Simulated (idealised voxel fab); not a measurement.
process module | voxel gate over fins
cross-section cut | 165 nm wide | cells 5 nm
A cross-section is a grid of square cells, given in bands from the top down. A band is one or more rows of cells.
Each band's line starts with the height of the band's top and of its bottom, in nm. Then come its materials from left to right, each with its width in nm. One material with "throughout" fills the band from edge to edge. "air" is empty space.
Height 0 is the level under which the wafer as received is all one material. The lowest band goes on downwards, as in "0 down".
A width such as "30 to 40" changes by the same amount from each row of cells to the next, from the band's top row to its bottom row.
"no change" after a step means that no cell of the cross-section changed.
closed voids: empty space of 8 cells or more with no open way to the top, each as width x height at its distance from the left edge, in nm
after a step's settings: what the simulator itself notes on the step
overlay nm, on a step with a mask: how far to the right of its planned place the mask lay; to the left if negative
plan
1 op RECEIVE | material Si
2 op CONFORMAL_DEP | material SiN | thk nm 5
3 op MASKED_ETCH | tone cover | mask id FINS | width nm 15 | pitch nm 55 | etch materials SiN | depth nm 5 | overlay nm 0
4 op MASKED_ETCH | tone cover | mask id FINS | width nm 15 | pitch nm 55 | etch materials Si | depth nm 40 | overlay nm 0
5 op OXIDIZE | depth nm 5
6 op FILL_DEP | material SiO2 | thk nm 15
7 op CMP | height nm 5
8 op PATTERN | tone open | mask id RAIL | material resist | width nm 15 | thk nm 15 | overlay nm 0
9 op DIRECTIONAL_ETCH | etch materials SiO2 | depth nm 40
10 op STRIP | etch materials resist
11 op CONFORMAL_DEP | material TiN | thk nm 5
12 op FILL_DEP | material W | thk nm 5
13 op CMP | height nm 5
14 op SELECTIVE_ETCH | etch materials W Ru TiN | depth nm 25
15 op FILL_DEP | material SiO2 | thk nm 5
16 op CMP | height nm 5
17 op SELECTIVE_ETCH | etch materials SiO2 | depth nm 15
18 op STRIP | etch materials SiN
19 op CONFORMAL_DEP | material HfO2 | thk nm 5
20 op CONFORMAL_DEP | material TiN | thk nm 5
21 op CONFORMAL_DEP | material TiAl | thk nm 5
22 op CONFORMAL_DEP | material TiN | thk nm 5
23 op FILL_DEP | material W | thk nm 15
24 op CMP | height nm 30
25 op CONFORMAL_DEP | material SiN | thk nm 5
first wafer, as planned
as received, after step 1
  0 down: Si throughout
  closed voids: none
after step 2
  5 to 0: SiN throughout
  below 0: unchanged
after step 3
  5 to 0: air 45 | SiN 15 | air 40 | SiN 15 | air 50
  below 0: unchanged
after step 4
  5 to 0: air 45 | SiN 15 | air 40 | SiN 15 | air 50
  0 to -40: air 45 | Si 15 | air 40 | Si 15 | air 50
  below -40: unchanged
after step 5
  5 to 0: air 45 | SiN 15 | air 40 | SiN 15 | air 50
  0 to -40: air 45 | SiO2 5 | Si 5 | SiO2 5 | air 40 | SiO2 5 | Si 5 | SiO2 5 | air 50
  -40 to -45: SiO2 50 | Si 5 | SiO2 50 | Si 5 | SiO2 55
  below -45: unchanged
after step 6
  20 to 5: SiO2 throughout
  5 to 0: SiO2 45 | SiN 15 | SiO2 40 | SiN 15 | SiO2 50
  0 to -45: SiO2 50 | Si 5 | SiO2 50 | Si 5 | SiO2 55
  below -45: unchanged
after step 7
  5 to 0: SiO2 45 | SiN 15 | SiO2 40 | SiN 15 | SiO2 50
  below 0: unchanged
after step 8
  20 to 5: resist 70 | air 15 | resist 80
  below 5: unchanged
after step 9
  20 to 5: resist 70 | air 15 | resist 80
  5 to 0: SiO2 45 | SiN 15 | SiO2 10 | air 15 | SiO2 15 | SiN 15 | SiO2 50
  0 to -35: SiO2 50 | Si 5 | SiO2 15 | air 15 | SiO2 20 | Si 5 | SiO2 55
  below -35: unchanged
after step 10
  5 to 0: SiO2 45 | SiN 15 | SiO2 10 | air 15 | SiO2 15 | SiN 15 | SiO2 50
  below 0: unchanged
after step 11
  10 to 5: TiN 75 | air 5 | TiN 85
  5 to 0: SiO2 45 | SiN 15 | SiO2 10 | TiN 5 | air 5 | TiN 5 | SiO2 15 | SiN 15 | SiO2 50
  0 to -30: SiO2 50 | Si 5 | SiO2 15 | TiN 5 | air 5 | TiN 5 | SiO2 20 | Si 5 | SiO2 55
  -30 to -35: SiO2 50 | Si 5 | SiO2 15 | TiN 15 | SiO2 20 | Si 5 | SiO2 55
  below -35: unchanged
after step 12
  15 to 10: W throughout
  10 to 5: TiN 75 | W 5 | TiN 85
  5 to 0: SiO2 45 | SiN 15 | SiO2 10 | TiN 5 | W 5 | TiN 5 | SiO2 15 | SiN 15 | SiO2 50
  0 to -30: SiO2 50 | Si 5 | SiO2 15 | TiN 5 | W 5 | TiN 5 | SiO2 20 | Si 5 | SiO2 55
  below -30: unchanged
after step 13
  5 to 0: SiO2 45 | SiN 15 | SiO2 10 | TiN 5 | W 5 | TiN 5 | SiO2 15 | SiN 15 | SiO2 50
  below 0: unchanged
after step 14
  5 to 0: SiO2 45 | SiN 15 | SiO2 10 | air 15 | SiO2 15 | SiN 15 | SiO2 50
  0 to -20: SiO2 50 | Si 5 | SiO2 15 | air 15 | SiO2 20 | Si 5 | SiO2 55
  below -20: unchanged
after step 15
  10 to 5: SiO2 throughout
  5 to 0: SiO2 45 | SiN 15 | SiO2 40 | SiN 15 | SiO2 50
  0 to -20: SiO2 50 | Si 5 | SiO2 50 | Si 5 | SiO2 55
  below -20: unchanged
after step 16
  5 to 0: SiO2 45 | SiN 15 | SiO2 40 | SiN 15 | SiO2 50
  below 0: unchanged
after step 17
  5 to 0: air 45 | SiN 15 | air 40 | SiN 15 | air 50
  0 to -10: air 50 | Si 5 | air 50 | Si 5 | air 55
  below -10: unchanged
after step 18
  0 to -10: air 50 | Si 5 | air 50 | Si 5 | air 55
  below -10: unchanged
after step 19
  5 to 0: air 45 | HfO2 15 | air 40 | HfO2 15 | air 50
  0 to -5: air 45 | HfO2 5 | Si 5 | HfO2 5 | air 40 | HfO2 5 | Si 5 | HfO2 5 | air 50
  -5 to -10: HfO2 50 | Si 5 | HfO2 50 | Si 5 | HfO2 55
  below -10: unchanged
after step 20
  10 to 5: air 40 | TiN 25 | air 30 | TiN 25 | air 45
  5 to 0: air 40 | TiN 5 | HfO2 15 | TiN 5 | air 30 | TiN 5 | HfO2 15 | TiN 5 | air 45
  0 to -5: TiN 45 | HfO2 5 | Si 5 | HfO2 5 | TiN 40 | HfO2 5 | Si 5 | HfO2 5 | TiN 50
  below -5: unchanged
after step 21
  15 to 10: air 35 | TiAl 35 | air 20 | TiAl 35 | air 40
  10 to 5: air 35 | TiAl 5 | TiN 25 | TiAl 5 | air 20 | TiAl 5 | TiN 25 | TiAl 5 | air 40
  5 to 0: TiAl 40 | TiN 5 | HfO2 15 | TiN 5 | TiAl 30 | TiN 5 | HfO2 15 | TiN 5 | TiAl 45
  below 0: unchanged
after step 22
  20 to 15: air 30 | TiN 45 | air 10 | TiN 45 | air 35
  15 to 10: air 30 | TiN 5 | TiAl 35 | TiN 5 | air 10 | TiN 5 | TiAl 35 | TiN 5 | air 35
  10 to 5: TiN 35 | TiAl 5 | TiN 25 | TiAl 5 | TiN 20 | TiAl 5 | TiN 25 | TiAl 5 | TiN 40
  below 5: unchanged
after step 23
  35 to 20: W throughout
  20 to 15: W 30 | TiN 45 | W 10 | TiN 45 | W 35
  15 to 10: W 30 | TiN 5 | TiAl 35 | TiN 5 | W 10 | TiN 5 | TiAl 35 | TiN 5 | W 35
  below 10: unchanged
after step 24
  30 to 20: W throughout
  below 20: unchanged
after step 25
  35 to 30: SiN throughout
  below 30: unchanged
second wafer: like start, like plan, one mistake. Through step 17 it matches the first wafer
when step 18 should have ended
  5 to 0: air 45 | SiN 15 | air 40 | SiN 15 | air 50
  0 to -45: air 50 | Si 5 | air 50 | Si 5 | air 55
  below -45: unchanged
when step 19 should have ended
  10 to 5: air 40 | HfO2 25 | air 30 | HfO2 25 | air 45
  5 to 0: air 40 | HfO2 5 | SiN 15 | HfO2 5 | air 30 | HfO2 5 | SiN 15 | HfO2 5 | air 45
  0 to -5: air 40 | HfO2 10 | Si 5 | HfO2 10 | air 30 | HfO2 10 | Si 5 | HfO2 10 | air 45
  -5 to -40: air 45 | HfO2 5 | Si 5 | HfO2 5 | air 40 | HfO2 5 | Si 5 | HfO2 5 | air 50
  -40 to -45: HfO2 50 | Si 5 | HfO2 50 | Si 5 | HfO2 55
  below -45: unchanged
when step 20 should have ended
  15 to 10: air 35 | TiN 35 | air 20 | TiN 35 | air 40
  10 to 5: air 35 | TiN 5 | HfO2 25 | TiN 5 | air 20 | TiN 5 | HfO2 25 | TiN 5 | air 40
  5 to 0: air 35 | TiN 5 | HfO2 5 | SiN 15 | HfO2 5 | TiN 5 | air 20 | TiN 5 | HfO2 5 | SiN 15 | HfO2 5 | TiN 5 | air 40
  0 to -10: air 35 | TiN 5 to 10 | HfO2 10 to 5 | Si 5 | HfO2 10 to 5 | TiN 5 to 10 | air 20 | TiN 5 to 10 | HfO2 10 to 5 | Si 5 | HfO2 10 to 5 | TiN 5 to 10 | air 40
  -10 to -35: air 40 | TiN 5 | HfO2 5 | Si 5 | HfO2 5 | TiN 5 | air 30 | TiN 5 | HfO2 5 | Si 5 | HfO2 5 | TiN 5 | air 45
  -35 to -40: TiN 45 | HfO2 5 | Si 5 | HfO2 5 | TiN 40 | HfO2 5 | Si 5 | HfO2 5 | TiN 50
  below -40: unchanged
when step 21 should have ended
  20 to 15: air 30 | TiAl 45 | air 10 | TiAl 45 | air 35
  15 to 10: air 30 | TiAl 5 | TiN 35 | TiAl 5 | air 10 | TiAl 5 | TiN 35 | TiAl 5 | air 35
  10 to 5: air 30 | TiAl 5 | TiN 5 | HfO2 25 | TiN 5 | TiAl 5 | air 10 | TiAl 5 | TiN 5 | HfO2 25 | TiN 5 | TiAl 5 | air 35
  5 to 0: air 30 | TiAl 5 | TiN 5 | HfO2 5 | SiN 15 | HfO2 5 | TiN 5 | TiAl 5 | air 10 | TiAl 5 | TiN 5 | HfO2 5 | SiN 15 | HfO2 5 | TiN 5 | TiAl 5 | air 35
  0 to -10: air 30 | TiAl 5 | TiN 5 to 10 | HfO2 10 to 5 | Si 5 | HfO2 10 to 5 | TiN 5 to 10 | TiAl 5 | air 10 | TiAl 5 | TiN 5 to 10 | HfO2 10 to 5 | Si 5 | HfO2 10 to 5 | TiN 5 to 10 | TiAl 5 | air 35
  -10 to -15: air 30 | TiAl 10 | TiN 5 | HfO2 5 | Si 5 | HfO2 5 | TiN 5 | TiAl 10 | air 10 | TiAl 10 | TiN 5 | HfO2 5 | Si 5 | HfO2 5 | TiN 5 | TiAl 10 | air 35
  -15 to -30: air 35 | TiAl 5 | TiN 5 | HfO2 5 | Si 5 | HfO2 5 | TiN 5 | TiAl 5 | air 20 | TiAl 5 | TiN 5 | HfO2 5 | Si 5 | HfO2 5 | TiN 5 | TiAl 5 | air 40
  -30 to -35: TiAl 40 | TiN 5 | HfO2 5 | Si 5 | HfO2 5 | TiN 5 | TiAl 30 | TiN 5 | HfO2 5 | Si 5 | HfO2 5 | TiN 5 | TiAl 45
  below -35: unchanged
when step 22 should have ended
  25 to 20: air 25 | TiN 110 | air 30
  20 to 15: air 25 | TiN 5 | TiAl 45 | TiN 10 | TiAl 45 | TiN 5 | air 30
  15 to 10: air 25 | TiN 5 | TiAl 5 | TiN 35 | TiAl 5 | TiN 10 | TiAl 5 | TiN 35 | TiAl 5 | TiN 5 | air 30
  10 to 5: air 25 | TiN 5 | TiAl 5 | TiN 5 | HfO2 25 | TiN 5 | TiAl 5 | TiN 10 | TiAl 5 | TiN 5 | HfO2 25 | TiN 5 | TiAl 5 | TiN 5 | air 30
  5 to 0: air 25 | TiN 5 | TiAl 5 | TiN 5 | HfO2 5 | SiN 15 | HfO2 5 | TiN 5 | TiAl 5 | TiN 10 | TiAl 5 | TiN 5 | HfO2 5 | SiN 15 | HfO2 5 | TiN 5 | TiAl 5 | TiN 5 | air 30
  0 to -10: air 25 | TiN 5 | TiAl 5 | TiN 5 to 10 | HfO2 10 to 5 | Si 5 | HfO2 10 to 5 | TiN 5 to 10 | TiAl 5 | TiN 10 | TiAl 5 | TiN 5 to 10 | HfO2 10 to 5 | Si 5 | HfO2 10 to 5 | TiN 5 to 10 | TiAl 5 | TiN 5 | air 30
  -10 to -20: air 25 | TiN 5 to 10 | TiAl 10 to 5 | TiN 5 | HfO2 5 | Si 5 | HfO2 5 | TiN 5 | TiAl 10 to 5 | TiN 10 to 20 | TiAl 10 to 5 | TiN 5 | HfO2 5 | Si 5 | HfO2 5 | TiN 5 | TiAl 10 to 5 | TiN 5 to 10 | air 30
  -20 to -25: air 30 | TiN 5 | TiAl 5 | TiN 5 | HfO2 5 | Si 5 | HfO2 5 | TiN 5 | TiAl 5 | TiN 5 | air 10 | TiN 5 | TiAl 5 | TiN 5 | HfO2 5 | Si 5 | HfO2 5 | TiN 5 | TiAl 5 | TiN 5 | air 35
  -25 to -30: TiN 35 | TiAl 5 | TiN 5 | HfO2 5 | Si 5 | HfO2 5 | TiN 5 | TiAl 5 | TiN 20 | TiAl 5 | TiN 5 | HfO2 5 | Si 5 | HfO2 5 | TiN 5 | TiAl 5 | TiN 40
  below -30: unchanged
when step 23 should have ended
  40 to 25: W throughout
  25 to 20: W 25 | TiN 110 | W 30
  20 to 15: W 25 | TiN 5 | TiAl 45 | TiN 10 | TiAl 45 | TiN 5 | W 30
  15 to 10: W 25 | TiN 5 | TiAl 5 | TiN 35 | TiAl 5 | TiN 10 | TiAl 5 | TiN 35 | TiAl 5 | TiN 5 | W 30
  10 to 5: W 25 | TiN 5 | TiAl 5 | TiN 5 | HfO2 25 | TiN 5 | TiAl 5 | TiN 10 | TiAl 5 | TiN 5 | HfO2 25 | TiN 5 | TiAl 5 | TiN 5 | W 30
  5 to 0: W 25 | TiN 5 | TiAl 5 | TiN 5 | HfO2 5 | SiN 15 | HfO2 5 | TiN 5 | TiAl 5 | TiN 10 | TiAl 5 | TiN 5 | HfO2 5 | SiN 15 | HfO2 5 | TiN 5 | TiAl 5 | TiN 5 | W 30
  0 to -10: W 25 | TiN 5 | TiAl 5 | TiN 5 to 10 | HfO2 10 to 5 | Si 5 | HfO2 10 to 5 | TiN 5 to 10 | TiAl 5 | TiN 10 | TiAl 5 | TiN 5 to 10 | HfO2 10 to 5 | Si 5 | HfO2 10 to 5 | TiN 5 to 10 | TiAl 5 | TiN 5 | W 30
  -10 to -20: W 25 | TiN 5 to 10 | TiAl 10 to 5 | TiN 5 | HfO2 5 | Si 5 | HfO2 5 | TiN 5 | TiAl 10 to 5 | TiN 10 to 20 | TiAl 10 to 5 | TiN 5 | HfO2 5 | Si 5 | HfO2 5 | TiN 5 | TiAl 10 to 5 | TiN 5 to 10 | W 30
  -20 to -25: W 30 | TiN 5 | TiAl 5 | TiN 5 | HfO2 5 | Si 5 | HfO2 5 | TiN 5 | TiAl 5 | TiN 5 | air 10 | TiN 5 | TiAl 5 | TiN 5 | HfO2 5 | Si 5 | HfO2 5 | TiN 5 | TiAl 5 | TiN 5 | W 35
  below -25: unchanged
when step 24 should have ended
  30 to 25: W throughout
  below 25: unchanged
when step 25 should have ended
  35 to 30: SiN throughout
  below 30: unchanged
what went wrong: step 18 ran as: op STRIP | etch materials SiO2
at the end the second wafer has, in cells: 40 more of HfO2 | 6 more of SiN | 208 fewer of SiO2 | 40 more of TiAl | 73 more of TiN | 47 more of W
